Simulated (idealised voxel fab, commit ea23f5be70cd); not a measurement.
Module name: voxel double patterning (process module)
The cross-section on display is named cut; it measures 200 nm wide, and its cells are 5 nm squares.
A cross-section is a grid of square cells, given in bands from the top down. A band is one or more rows of cells.
Heads up on the band format: heights come first, top then bottom, in nm. After that it's the materials left to right, each with its width in nm. A single material flagged "everywhere" fills the whole band edge to edge, and "air" means there's empty space there.
All heights in this document are referenced to 0, defined as the level beneath which the wafer, as received, consists entirely of one material. The lowest band is not bounded below; it extends indefinitely downward and is written in the form "0 down".
Width: "30..40" (first number = top row, second number = bottom row, same change from row to row of cells).
Take "everything unchanged" at face value: in the step it is given for, the cross-section changed in none of its cells.
Basically, "Enclosed void entries" tells you about the enclosed voids: empty spaces with no open way to the top, 8 cells or bigger, each written width x height at distance, where distance is from the left edge, all in nm.
It should be noted that, on the line of a given step, the content following the step's settings is a remark produced by the simulator itself with respect to that step.
overlay nm: mask offset rightward from planned place, masked step; negative means leftward offset.

Process steps (planned)
1,RECEIVE with material Si
2,CONFORMAL_DEP with material SiO2, thk nm 5
3,DIRECTIONAL_DEP with material W, thk nm 10
4,DIRECTIONAL_DEP with material SiCN, thk nm 10
5,DIRECTIONAL_DEP with material aC, thk nm 15
6,PATTERN with tone open, mask id FIRST, material resist, width nm 15, pitch nm 50, thk nm 30, overlay nm 0
7,DIRECTIONAL_ETCH with etch materials aC, depth nm 15
8,STRIP with etch materials resist
9,DIRECTIONAL_ETCH with etch materials SiCN, depth nm 10
10,STRIP with etch materials aC
11,PATTERN with tone open, mask id SECOND, material resist, width nm 15, thk nm 15, overlay nm 0
12,DIRECTIONAL_ETCH with etch materials SiCN, depth nm 10
13,STRIP with etch materials resist
14,DIRECTIONAL_ETCH with etch materials W, depth nm 10
15,STRIP with etch materials SiCN

The cross-section here shows the wafer as received, i.e. in its state after step 1
> 0 down = Si everywhere
> Enclosed void entries: none

The following cross-section depicts the wafer upon conclusion of the module. Processing commenced from the starting condition illustrated above and adhered to the plan illustrated above, save for one mistake in execution
> 15 to 5 = W 65 nm | air 15 nm | W 10 nm | air 20 nm | W 5 nm | air 15 nm | W 70 nm
> 5 to 0 = SiO2 everywhere
> 0 down = Si everywhere
> Enclosed void entries: none
Want to know what went wrong? step 11 did not happen as planned, as run it was PATTERN with tone open, mask id SECOND, material resist, width nm 20, thk nm 15, overlay nm 0
